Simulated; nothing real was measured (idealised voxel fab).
Process module, titled voxel wiring stack
We display cut, a cross-section 285 nm in width whose square cells are each 5 nm.
Cross-section spec: square-cell grid; bands listed top down; each band is one or more rows. Look at the band entry: it leads with the top's height and the bottom's height in nm. Then it lists the materials left to right, with a width in nm for each. The word "throughout" on a single material says that material fills the band edge to edge. The word "air" is empty space. Measure heights from 0. That's the level where, below it, the as-received wafer is all one material. The lowest band is bottomless and extends downward; write it as in "top 0, no bottom". Width spec "30..40" -> top row of cells at first value, bottom row at second value, equal per-row change in between. When a step is marked "no alterations made", none of the cells in the cross-section changed during that step. Reported under the label "Closed void entries" are the empty spaces having no open way to the top and comprising 8 cells or more; the notation for each is width x height at distance, in which the distance is measured from the left edge and all three values are in nm. If you see something after the settings on a step's line, that's the simulator's own remark about that step. "overlay nm" on a masked step: distance the mask lay right of its planned place, negative for left.
**Intended process steps**
1,RECEIVE | material Si
2,CONFORMAL_DEP | material SiO2 | thk nm 15
3,CONFORMAL_DEP | material SiCN | thk nm 5
4,DIRECTIONAL_DEP | material lowk | thk nm 15
5,DIRECTIONAL_DEP | material aC | thk nm 10
6,PATTERN | tone open | mask id METAL_1 | material resist | width nm 20 | pitch nm 50 | thk nm 30 | overlay nm 0
7,DIRECTIONAL_ETCH | etch materials aC | depth nm 10
8,STRIP | etch materials resist
9,DIRECTIONAL_ETCH | etch materials lowk | depth nm 15
10,DIRECTIONAL_ETCH | etch materials SiCN | depth nm 5
11,STRIP | etch materials aC
12,CONFORMAL_DEP | material TiN | thk nm 5
13,FILL_DEP | material Cu | thk nm 10
14,CMP | height nm 35
15,CONFORMAL_DEP | material SiCN | thk nm 5
16,DIRECTIONAL_DEP | material lowk | thk nm 30
17,PATTERN | tone open | mask id METAL_2_HOLES | material resist | width nm 15 | pitch nm 50 | thk nm 15 | overlay nm 0
18,DIRECTIONAL_ETCH | etch materials lowk | depth nm 30
19,STRIP | etch materials resist
20,DIRECTIONAL_DEP | material aC | thk nm 15
21,PATTERN | tone open | mask id METAL_2 | material resist | width nm 20 | pitch nm 50 | thk nm 35 | overlay nm 0
22,DIRECTIONAL_ETCH | etch materials aC | depth nm 15
23,STRIP | etch materials resist
24,DIRECTIONAL_ETCH | etch materials lowk | depth nm 15
25,DIRECTIONAL_ETCH | etch materials SiCN | depth nm 5
26,STRIP | etch materials aC
27,CONFORMAL_DEP | material TiN | thk nm 5
28,FILL_DEP | material Cu | thk nm 5
29,CMP | height nm 70
30,CONFORMAL_DEP | material SiCN | thk nm 5
**Run as planned: first of two wafers**
**As-received state of the wafer in cross-section, equivalent to post-step 1**
    top 0, no bottom = Si throughout
    Closed void entries: none
**after step 2**
    top 15, bottom 0 = SiO2 throughout
    Below 0, no change.
**after step 3**
    top 20, bottom 15 = SiCN throughout
    Below 15, no change.
**after step 4**
    top 35, bottom 20 = lowk throughout
    Below 20, no change.
**after step 5**
    top 45, bottom 35 = aC throughout
    Below 35, no change.
**after step 6**
    top 75, bottom 45 = resist (80); air (20); resist (30); air (20); resist (30); air (20); resist (85)
    Below 45, no change.
**after step 7**
    top 65, bottom 45 = resist (80); air (20); resist (30); air (20); resist (30); air (20); resist (85)
    top 45, bottom 35 = aC (80); air (20); aC (30); air (20); aC (30); air (20); aC (85)
    Below 35, no change.
**after step 8**
    top 45, bottom 35 = aC (80); air (20); aC (30); air (20); aC (30); air (20); aC (85)
    Below 35, no change.
**after step 9**
    top 45, bottom 35 = aC (80); air (20); aC (30); air (20); aC (30); air (20); aC (85)
    top 35, bottom 20 = lowk (80); air (20); lowk (30); air (20); lowk (30); air (20); lowk (85)
    Below 20, no change.
**after step 10**
    top 45, bottom 35 = aC (80); air (20); aC (30); air (20); aC (30); air (20); aC (85)
    top 35, bottom 20 = lowk (80); air (20); lowk (30); air (20); lowk (30); air (20); lowk (85)
    top 20, bottom 15 = SiCN (80); air (20); SiCN (30); air (20); SiCN (30); air (20); SiCN (85)
    Below 15, no change.
**after step 11**
    top 35, bottom 20 = lowk (80); air (20); lowk (30); air (20); lowk (30); air (20); lowk (85)
    Below 20, no change.
**after step 12**
    top 40, bottom 35 = TiN (85); air (10); TiN (40); air (10); TiN (40); air (10); TiN (90)
    top 35, bottom 20 = lowk (80); TiN (5); air (10); TiN (5); lowk (30); TiN (5); air (10); TiN (5); lowk (30); TiN (5); air (10); TiN (5); lowk (85)
    top 20, bottom 15 = SiCN (80); TiN (20); SiCN (30); TiN (20); SiCN (30); TiN (20); SiCN (85)
    Below 15, no change.
**after step 13**
    top 50, bottom 40 = Cu throughout
    top 40, bottom 35 = TiN (85); Cu (10); TiN (40); Cu (10); TiN (40); Cu (10); TiN (90)
    top 35, bottom 20 = lowk (80); TiN (5); Cu (10); TiN (5); lowk (30); TiN (5); Cu (10); TiN (5); lowk (30); TiN (5); Cu (10); TiN (5); lowk (85)
    Below 20, no change.
**after step 14**
    top 35, bottom 20 = lowk (80); TiN (5); Cu (10); TiN (5); lowk (30); TiN (5); Cu (10); TiN (5); lowk (30); TiN (5); Cu (10); TiN (5); lowk (85)
    Below 20, no change.
**after step 15**
    top 40, bottom 35 = SiCN throughout
    Below 35, no change.
**after step 16**
    top 70, bottom 40 = lowk throughout
    Below 40, no change.
**after step 17**
    top 85, bottom 70 = resist (80); air (15); resist (35); air (15); resist (35); air (15); resist (90)
    Below 70, no change.
**after step 18**
    top 85, bottom 70 = resist (80); air (15); resist (35); air (15); resist (35); air (15); resist (90)
    top 70, bottom 40 = lowk (80); air (15); lowk (35); air (15); lowk (35); air (15); lowk (90)
    Below 40, no change.
**after step 19**
    top 70, bottom 40 = lowk (80); air (15); lowk (35); air (15); lowk (35); air (15); lowk (90)
    Below 40, no change.
**after step 20**
    top 85, bottom 70 = aC (80); air (15); aC (35); air (15); aC (35); air (15); aC (90)
    top 70, bottom 55 = lowk (80); air (15); lowk (35); air (15); lowk (35); air (15); lowk (90)
    top 55, bottom 40 = lowk (80); aC (15); lowk (35); aC (15); lowk (35); aC (15); lowk (90)
    Below 40, no change.
**after step 21**
    top 120, bottom 85 = resist (80); air (20); resist (30); air (20); resist (30); air (20); resist (85)
    Below 85, no change.
**after step 22**
    top 105, bottom 85 = resist (80); air (20); resist (30); air (20); resist (30); air (20); resist (85)
    top 85, bottom 70 = aC (80); air (20); aC (30); air (20); aC (30); air (20); aC (85)
    top 70, bottom 40 = lowk (80); air (15); lowk (35); air (15); lowk (35); air (15); lowk (90)
    Below 40, no change.
**after step 23**
    top 85, bottom 70 = aC (80); air (20); aC (30); air (20); aC (30); air (20); aC (85)
    Below 70, no change.
**after step 24**
    top 85, bottom 70 = aC (80); air (20); aC (30); air (20); aC (30); air (20); aC (85)
    top 70, bottom 55 = lowk (80); air (20); lowk (30); air (20); lowk (30); air (20); lowk (85)
    Below 55, no change.
**after step 25**
    top 85, bottom 70 = aC (80); air (20); aC (30); air (20); aC (30); air (20); aC (85)
    top 70, bottom 55 = lowk (80); air (20); lowk (30); air (20); lowk (30); air (20); lowk (85)
    top 55, bottom 40 = lowk (80); air (15); lowk (35); air (15); lowk (35); air (15); lowk (90)
    top 40, bottom 35 = SiCN (80); air (15); SiCN (35); air (15); SiCN (35); air (15); SiCN (90)
    Below 35, no change.
**after step 26**
    top 70, bottom 55 = lowk (80); air (20); lowk (30); air (20); lowk (30); air (20); lowk (85)
    Below 55, no change.
**after step 27**
    top 75, bottom 70 = TiN (85); air (10); TiN (40); air (10); TiN (40); air (10); TiN (90)
    top 70, bottom 60 = lowk (80); TiN (5); air (10); TiN (5); lowk (30); TiN (5); air (10); TiN (5); lowk (30); TiN (5); air (10); TiN (5); lowk (85)
    top 60, bottom 55 = lowk (80); TiN (5); air (5); TiN (10); lowk (30); TiN (5); air (5); TiN (10); lowk (30); TiN (5); air (5); TiN (10); lowk (85)
    top 55, bottom 40 = lowk (80); TiN (5); air (5); TiN (5); lowk (35); TiN (5); air (5); TiN (5); lowk (35); TiN (5); air (5); TiN (5); lowk (90)
    top 40, bottom 35 = SiCN (80); TiN (15); SiCN (35); TiN (15); SiCN (35); TiN (15); SiCN (90)
    Below 35, no change.
**after step 28**
    top 80, bottom 75 = Cu throughout
    top 75, bottom 70 = TiN (85); Cu (10); TiN (40); Cu (10); TiN (40); Cu (10); TiN (90)
    top 70, bottom 60 = lowk (80); TiN (5); Cu (10); TiN (5); lowk (30); TiN (5); Cu (10); TiN (5); lowk (30); TiN (5); Cu (10); TiN (5); lowk (85)
    top 60, bottom 55 = lowk (80); TiN (5); Cu (5); TiN (10); lowk (30); TiN (5); Cu (5); TiN (10); lowk (30); TiN (5); Cu (5); TiN (10); lowk (85)
    top 55, bottom 40 = lowk (80); TiN (5); Cu (5); TiN (5); lowk (35); TiN (5); Cu (5); TiN (5); lowk (35); TiN (5); Cu (5); TiN (5); lowk (90)
    Below 40, no change.
**after step 29**
    top 70, bottom 60 = lowk (80); TiN (5); Cu (10); TiN (5); lowk (30); TiN (5); Cu (10); TiN (5); lowk (30); TiN (5); Cu (10); TiN (5); lowk (85)
    Below 60, no change.
**after step 30**
    top 75, bottom 70 = SiCN throughout
    Below 70, no change.
**Notes, second wafer: start = first wafer's, plan = first wafer's, execution had one mistake; history identical to first through step 20**
**The second wafer cut through, at the time step 21 was supposed to be finished**
    top 120, bottom 85 = resist (90); air (20); resist (30); air (20); resist (30); air (20); resist (75)
    top 85, bottom 70 = aC (80); resist (10); air (5); aC (35); resist (10); air (5); aC (35); resist (10); air (5); aC (90)
    top 70, bottom 55 = lowk (80); resist (10); air (5); lowk (35); resist (10); air (5); lowk (35); resist (10); air (5); lowk (90)
    Below 55, no change.
**The second wafer cut through, at the time step 22 was supposed to be finished**
    top 105, bottom 85 = resist (90); air (20); resist (30); air (20); resist (30); air (20); resist (75)
    top 85, bottom 70 = aC (80); resist (10); air (20); aC (20); resist (10); air (20); aC (20); resist (10); air (20); aC (75)
    top 70, bottom 55 = lowk (80); resist (10); air (5); lowk (35); resist (10); air (5); lowk (35); resist (10); air (5); lowk (90)
    top 55, bottom 40 = lowk (80); aC (10); air (5); lowk (35); aC (10); air (5); lowk (35); aC (10); air (5); lowk (90)
    Below 40, no change.
**The second wafer cut through, at the time step 23 was supposed to be finished**
    top 85, bottom 70 = aC (80); air (30); aC (20); air (30); aC (20); air (30); aC (75)
    top 70, bottom 55 = lowk (80); air (15); lowk (35); air (15); lowk (35); air (15); lowk (90)
    Below 55, no change.
**The second wafer cut through, at the time step 24 was supposed to be finished**
    top 85, bottom 70 = aC (80); air (30); aC (20); air (30); aC (20); air (30); aC (75)
    top 70, bottom 55 = lowk (80); air (30); lowk (20); air (30); lowk (20); air (30); lowk (75)
    Below 55, no change.
**The second wafer cut through, at the time step 25 was supposed to be finished**
    top 85, bottom 70 = aC (80); air (30); aC (20); air (30); aC (20); air (30); aC (75)
    top 70, bottom 55 = lowk (80); air (30); lowk (20); air (30); lowk (20); air (30); lowk (75)
    top 55, bottom 40 = lowk (80); aC (10); air (5); lowk (35); aC (10); air (5); lowk (35); aC (10); air (5); lowk (90)
    top 40, bottom 35 = SiCN (90); air (5); SiCN (45); air (5); SiCN (45); air (5); SiCN (90)
    Below 35, no change.
**The second wafer cut through, at the time step 26 was supposed to be finished**
    top 70, bottom 55 = lowk (80); air (30); lowk (20); air (30); lowk (20); air (30); lowk (75)
    top 55, bottom 40 = lowk (80); air (15); lowk (35); air (15); lowk (35); air (15); lowk (90)
    Below 40, no change.
**The second wafer cut through, at the time step 27 was supposed to be finished**
    top 75, bottom 70 = TiN (85); air (20); TiN (30); air (20); TiN (30); air (20); TiN (80)
    top 70, bottom 60 = lowk (80); TiN (5); air (20); TiN (5); lowk (20); TiN (5); air (20); TiN (5); lowk (20); TiN (5); air (20); TiN (5); lowk (75)
    top 60, bottom 55 = lowk (80); TiN (5); air (5); TiN (20); lowk (20); TiN (5); air (5); TiN (20); lowk (20); TiN (5); air (5); TiN (20); lowk (75)
    top 55, bottom 45 = lowk (80); TiN (5); air (5); TiN (5); lowk (35); TiN (5); air (5); TiN (5); lowk (35); TiN (5); air (5); TiN (5); lowk (90)
    top 45, bottom 40 = lowk (80); TiN (15); lowk (35); TiN (15); lowk (35); TiN (15); lowk (90)
    top 40, bottom 35 = SiCN (90); TiN (5); SiCN (45); TiN (5); SiCN (45); TiN (5); SiCN (90)
    Below 35, no change.
**The second wafer cut through, at the time step 28 was supposed to be finished**
    top 80, bottom 75 = Cu throughout
    top 75, bottom 70 = TiN (85); Cu (20); TiN (30); Cu (20); TiN (30); Cu (20); TiN (80)
    top 70, bottom 60 = lowk (80); TiN (5); Cu (20); TiN (5); lowk (20); TiN (5); Cu (20); TiN (5); lowk (20); TiN (5); Cu (20); TiN (5); lowk (75)
    top 60, bottom 55 = lowk (80); TiN (5); Cu (5); TiN (20); lowk (20); TiN (5); Cu (5); TiN (20); lowk (20); TiN (5); Cu (5); TiN (20); lowk (75)
    top 55, bottom 45 = lowk (80); TiN (5); Cu (5); TiN (5); lowk (35); TiN (5); Cu (5); TiN (5); lowk (35); TiN (5); Cu (5); TiN (5); lowk (90)
    Below 45, no change.
**The second wafer cut through, at the time step 29 was supposed to be finished**
    top 70, bottom 60 = lowk (80); TiN (5); Cu (20); TiN (5); lowk (20); TiN (5); Cu (20); TiN (5); lowk (20); TiN (5); Cu (20); TiN (5); lowk (75)
    Below 60, no change.
**The second wafer cut through, at the time step 30 was supposed to be finished**
    top 75, bottom 70 = SiCN throughout
    Below 70, no change.
Short version of what went wrong: step 21 did not happen as planned, as run it was PATTERN | tone open | mask id METAL_2 | material resist | width nm 20 | pitch nm 50 | thk nm 35 | overlay nm 10
In the final state, the cell counts of the second wafer exceed or fall short of those of the first for the following materials: Cu +9 | SiCN +6 | TiN +3 | lowk -18
